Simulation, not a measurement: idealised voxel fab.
Presented below is a process module, voxel self aligned contacts.
Square cells of 5 nm make up the cross-section cut, whose width is 185 nm.
A cross-section is a grid of square cells, given in bands from the top down. A band is one or more rows of cells. First you get the band's top height and its bottom height, in nm, and then the materials it's made of, left to right, with each width in nm. If you see a single material with "throughout", that one covers the band edge to edge. "blank" is empty space. Convention: height 0 is the level below which the wafer, as received, is all one material. The lowest band does not terminate at the bottom but continues downward, represented as "from 0 down". A width such as "30..40" changes by the same amount from each row of cells to the next, from the band's top row to its bottom row. No cell of the cross-section changed in a step that is given as "nothing different". This entry, "Enclosed void entries", enumerates those empty regions of no fewer than 8 cells that possess no open connection to the top. Each region is reported in the form width x height at distance, the distance being taken from the left edge, with all three quantities expressed in nm. Anything after a step's settings on that line? It's the simulator's own note about the step. The line of a step may include "overlay nm". On a step with a mask, this value is how far to the right of its planned place the mask lay. A negative value means the mask lay to the left.
Planned step list for the process:
1,RECEIVE,material Si
2,OXIDIZE,depth nm 5
3,DIRECTIONAL_DEP,material polySi,thk nm 25
4,DIRECTIONAL_DEP,material SiN,thk nm 25
5,DIRECTIONAL_DEP,material aC,thk nm 10
6,PATTERN,tone cover,mask id GATE,material resist,width nm 25,pitch nm 65,thk nm 30,overlay nm 0
7,DIRECTIONAL_ETCH,etch materials aC,depth nm 10
8,STRIP,etch materials resist
9,DIRECTIONAL_ETCH,etch materials SiN,depth nm 25
10,DIRECTIONAL_ETCH,etch materials polySi,depth nm 25
11,STRIP,etch materials aC
12,CONFORMAL_DEP,material SiN,thk nm 10
13,DIRECTIONAL_ETCH,etch materials SiN,depth nm 10
14,FILL_DEP,material SiO2,thk nm 20
15,CMP,height nm 60
16,MASKED_ETCH,tone open,mask id CONTACT,width nm 50,pitch nm 65,etch materials SiO2,depth nm 65,overlay nm 0
17,CONFORMAL_DEP,material TiN,thk nm 5
18,FILL_DEP,material W,thk nm 5
19,CMP,height nm 60
20,CONFORMAL_DEP,material SiCN,thk nm 5
First wafer out of two, processed as planned:
Received-state cross-section, reflecting completion of step 1:
* from 0 down = Si throughout
* Enclosed void entries: none
Step 2 complete: cross-section through the wafer:
* from 0 to -5 = SiO2 throughout
* Lower than -5, everything is as it was.
Step 3 complete: cross-section through the wafer:
* from 25 to 0 = polySi throughout
* Lower than 0, everything is as it was.
Step 4 complete: cross-section through the wafer:
* from 50 to 25 = SiN throughout
* Lower than 25, everything is as it was.
Step 5 complete: cross-section through the wafer:
* from 60 to 50 = aC throughout
* Lower than 50, everything is as it was.
Step 6 complete: cross-section through the wafer:
* from 90 to 60 = blank: 15; resist: 25; blank: 40; resist: 25; blank: 40; resist: 25; blank: 15
* Lower than 60, everything is as it was.
Step 7 complete: cross-section through the wafer:
* from 80 to 60 = blank: 15; resist: 25; blank: 40; resist: 25; blank: 40; resist: 25; blank: 15
* from 60 to 50 = blank: 15; aC: 25; blank: 40; aC: 25; blank: 40; aC: 25; blank: 15
* Lower than 50, everything is as it was.
Step 8 complete: cross-section through the wafer:
* from 60 to 50 = blank: 15; aC: 25; blank: 40; aC: 25; blank: 40; aC: 25; blank: 15
* Lower than 50, everything is as it was.
Step 9 complete: cross-section through the wafer:
* from 60 to 50 = blank: 15; aC: 25; blank: 40; aC: 25; blank: 40; aC: 25; blank: 15
* from 50 to 25 = blank: 15; SiN: 25; blank: 40; SiN: 25; blank: 40; SiN: 25; blank: 15
* Lower than 25, everything is as it was.
Step 10 complete: cross-section through the wafer:
* from 60 to 50 = blank: 15; aC: 25; blank: 40; aC: 25; blank: 40; aC: 25; blank: 15
* from 50 to 25 = blank: 15; SiN: 25; blank: 40; SiN: 25; blank: 40; SiN: 25; blank: 15
* from 25 to 0 = blank: 15; polySi: 25; blank: 40; polySi: 25; blank: 40; polySi: 25; blank: 15
* Lower than 0, everything is as it was.
Step 11 complete: cross-section through the wafer:
* from 50 to 25 = blank: 15; SiN: 25; blank: 40; SiN: 25; blank: 40; SiN: 25; blank: 15
* Lower than 25, everything is as it was.
Step 12 complete: cross-section through the wafer:
* from 60 to 25 = blank: 5; SiN: 45; blank: 20; SiN: 45; blank: 20; SiN: 45; blank: 5
* from 25 to 10 = blank: 5; SiN: 10; polySi: 25; SiN: 10; blank: 20; SiN: 10; polySi: 25; SiN: 10; blank: 20; SiN: 10; polySi: 25; SiN: 10; blank: 5
* from 10 to 0 = SiN: 15; polySi: 25; SiN: 40; polySi: 25; SiN: 40; polySi: 25; SiN: 15
* Lower than 0, everything is as it was.
Step 13 complete: cross-section through the wafer:
* from 50 to 25 = blank: 5; SiN: 45; blank: 20; SiN: 45; blank: 20; SiN: 45; blank: 5
* from 25 to 0 = blank: 5; SiN: 10; polySi: 25; SiN: 10; blank: 20; SiN: 10; polySi: 25; SiN: 10; blank: 20; SiN: 10; polySi: 25; SiN: 10; blank: 5
* Lower than 0, everything is as it was.
Step 14 complete: cross-section through the wafer:
* from 70 to 50 = SiO2 throughout
* from 50 to 25 = SiO2: 5; SiN: 45; SiO2: 20; SiN: 45; SiO2: 20; SiN: 45; SiO2: 5
* from 25 to 0 = SiO2: 5; SiN: 10; polySi: 25; SiN: 10; SiO2: 20; SiN: 10; polySi: 25; SiN: 10; SiO2: 20; SiN: 10; polySi: 25; SiN: 10; SiO2: 5
* Lower than 0, everything is as it was.
Step 15 complete: cross-section through the wafer:
* from 60 to 50 = SiO2 throughout
* Lower than 50, everything is as it was.
Step 16 complete: cross-section through the wafer:
* from 60 to 50 = SiO2: 35; blank: 50; SiO2: 15; blank: 50; SiO2: 35
* from 50 to 25 = SiO2: 5; SiN: 45; blank: 20; SiN: 45; blank: 20; SiN: 45; SiO2: 5
* from 25 to 0 = SiO2: 5; SiN: 10; polySi: 25; SiN: 10; blank: 20; SiN: 10; polySi: 25; SiN: 10; blank: 20; SiN: 10; polySi: 25; SiN: 10; SiO2: 5
* from 0 to -5 = SiO2: 50; blank: 20; SiO2: 45; blank: 20; SiO2: 50
* Lower than -5, everything is as it was.
Step 17 complete: cross-section through the wafer:
* from 65 to 60 = TiN: 40; blank: 40; TiN: 25; blank: 40; TiN: 40
* from 60 to 50 = SiO2: 35; TiN: 5..20; blank: 40..10; TiN: 5..20; SiO2: 15; TiN: 5..20; blank: 40..10; TiN: 5..20; SiO2: 35
* from 50 to 25 = SiO2: 5; SiN: 45; TiN: 5; blank: 10; TiN: 5; SiN: 45; TiN: 5; blank: 10; TiN: 5; SiN: 45; SiO2: 5
* from 25 to 0 = SiO2: 5; SiN: 10; polySi: 25; SiN: 10; TiN: 5; blank: 10; TiN: 5; SiN: 10; polySi: 25; SiN: 10; TiN: 5; blank: 10; TiN: 5; SiN: 10; polySi: 25; SiN: 10; SiO2: 5
* from 0 to -5 = SiO2: 50; TiN: 20; SiO2: 45; TiN: 20; SiO2: 50
* Lower than -5, everything is as it was.
Step 18 complete: cross-section through the wafer:
* from 70 to 65 = W throughout
* from 65 to 60 = TiN: 40; W: 40; TiN: 25; W: 40; TiN: 40
* from 60 to 50 = SiO2: 35; TiN: 5..20; W: 40..10; TiN: 5..20; SiO2: 15; TiN: 5..20; W: 40..10; TiN: 5..20; SiO2: 35
* from 50 to 25 = SiO2: 5; SiN: 45; TiN: 5; W: 10; TiN: 5; SiN: 45; TiN: 5; W: 10; TiN: 5; SiN: 45; SiO2: 5
* from 25 to 0 = SiO2: 5; SiN: 10; polySi: 25; SiN: 10; TiN: 5; W: 10; TiN: 5; SiN: 10; polySi: 25; SiN: 10; TiN: 5; W: 10; TiN: 5; SiN: 10; polySi: 25; SiN: 10; SiO2: 5
* Lower than 0, everything is as it was.
Step 19 complete: cross-section through the wafer:
* from 60 to 50 = SiO2: 35; TiN: 5..20; W: 40..10; TiN: 5..20; SiO2: 15; TiN: 5..20; W: 40..10; TiN: 5..20; SiO2: 35
* Lower than 50, everything is as it was.
Step 20 complete: cross-section through the wafer:
* from 65 to 60 = SiCN throughout
* Lower than 60, everything is as it was.
Second of two: same start, same plan, one run error; steps up to and including 5 match the first:
Second wafer cross-section, taken as of the time the plan sets for step 6 to be done:
* from 90 to 60 = resist: 15; blank: 25; resist: 40; blank: 25; resist: 40; blank: 25; resist: 15
* Lower than 60, everything is as it was.
Second wafer cross-section, taken as of the time the plan sets for step 7 to be done:
* from 80 to 60 = resist: 15; blank: 25; resist: 40; blank: 25; resist: 40; blank: 25; resist: 15
* from 60 to 50 = aC: 15; blank: 25; aC: 40; blank: 25; aC: 40; blank: 25; aC: 15
* Lower than 50, everything is as it was.
Second wafer cross-section, taken as of the time the plan sets for step 8 to be done:
* from 60 to 50 = aC: 15; blank: 25; aC: 40; blank: 25; aC: 40; blank: 25; aC: 15
* Lower than 50, everything is as it was.
Second wafer cross-section, taken as of the time the plan sets for step 9 to be done:
* from 60 to 50 = aC: 15; blank: 25; aC: 40; blank: 25; aC: 40; blank: 25; aC: 15
* from 50 to 25 = SiN: 15; blank: 25; SiN: 40; blank: 25; SiN: 40; blank: 25; SiN: 15
* Lower than 25, everything is as it was.
Second wafer cross-section, taken as of the time the plan sets for step 10 to be done:
* from 60 to 50 = aC: 15; blank: 25; aC: 40; blank: 25; aC: 40; blank: 25; aC: 15
* from 50 to 25 = SiN: 15; blank: 25; SiN: 40; blank: 25; SiN: 40; blank: 25; SiN: 15
* from 25 to 0 = polySi: 15; blank: 25; polySi: 40; blank: 25; polySi: 40; blank: 25; polySi: 15
* Lower than 0, everything is as it was.
Second wafer cross-section, taken as of the time the plan sets for step 11 to be done:
* from 50 to 25 = SiN: 15; blank: 25; SiN: 40; blank: 25; SiN: 40; blank: 25; SiN: 15
* Lower than 25, everything is as it was.
Second wafer cross-section, taken as of the time the plan sets for step 12 to be done:
* from 60 to 25 = SiN: 25; blank: 5; SiN: 60; blank: 5; SiN: 60; blank: 5; SiN: 25
* from 25 to 10 = polySi: 15; SiN: 10; blank: 5; SiN: 10; polySi: 40; SiN: 10; blank: 5; SiN: 10; polySi: 40; SiN: 10; blank: 5; SiN: 10; polySi: 15
* from 10 to 0 = polySi: 15; SiN: 25; polySi: 40; SiN: 25; polySi: 40; SiN: 25; polySi: 15
* Lower than 0, everything is as it was.
Second wafer cross-section, taken as of the time the plan sets for step 13 to be done:
* from 50 to 25 = SiN: 25; blank: 5; SiN: 60; blank: 5; SiN: 60; blank: 5; SiN: 25
* from 25 to 0 = polySi: 15; SiN: 10; blank: 5; SiN: 10; polySi: 40; SiN: 10; blank: 5; SiN: 10; polySi: 40; SiN: 10; blank: 5; SiN: 10; polySi: 15
* Lower than 0, everything is as it was.
Second wafer cross-section, taken as of the time the plan sets for step 14 to be done:
* from 70 to 50 = SiO2 throughout
* from 50 to 25 = SiN: 25; SiO2: 5; SiN: 60; SiO2: 5; SiN: 60; SiO2: 5; SiN: 25
* from 25 to 0 = polySi: 15; SiN: 10; SiO2: 5; SiN: 10; polySi: 40; SiN: 10; SiO2: 5; SiN: 10; polySi: 40; SiN: 10; SiO2: 5; SiN: 10; polySi: 15
* Lower than 0, everything is as it was.
Second wafer cross-section, taken as of the time the plan sets for step 15 to be done:
* from 60 to 50 = SiO2 throughout
* Lower than 50, everything is as it was.
Second wafer cross-section, taken as of the time the plan sets for step 16 to be done:
* from 60 to 50 = SiO2: 35; blank: 50; SiO2: 15; blank: 50; SiO2: 35
* Lower than 50, everything is as it was.
Second wafer cross-section, taken as of the time the plan sets for step 17 to be done:
* from 65 to 60 = TiN: 40; blank: 40; TiN: 25; blank: 40; TiN: 40
* from 60 to 55 = SiO2: 35; TiN: 5; blank: 40; TiN: 5; SiO2: 15; TiN: 5; blank: 40; TiN: 5; SiO2: 35
* from 55 to 50 = SiO2: 35; TiN: 50; SiO2: 15; TiN: 50; SiO2: 35
* Lower than 50, everything is as it was.
Second wafer cross-section, taken as of the time the plan sets for step 18 to be done:
* from 70 to 65 = W throughout
* from 65 to 60 = TiN: 40; W: 40; TiN: 25; W: 40; TiN: 40
* from 60 to 55 = SiO2: 35; TiN: 5; W: 40; TiN: 5; SiO2: 15; TiN: 5; W: 40; TiN: 5; SiO2: 35
* Lower than 55, everything is as it was.
Second wafer cross-section, taken as of the time the plan sets for step 19 to be done:
* from 60 to 55 = SiO2: 35; TiN: 5; W: 40; TiN: 5; SiO2: 15; TiN: 5; W: 40; TiN: 5; SiO2: 35
* Lower than 55, everything is as it was.
Second wafer cross-section, taken as of the time the plan sets for step 20 to be done:
* from 65 to 60 = SiCN throughout
* Lower than 60, everything is as it was.
Error vs. plan: contrary to plan, step 6 was performed as PATTERN,tone open,mask id GATE,material resist,width nm 25,pitch nm 65,thk nm 30,overlay nm 0
Wrapping up, a cell-based count of both wafers puts the second over or under the first for these materials: +35 SiN, +18 SiO2, -44 TiN, -44 W, +35 polySi
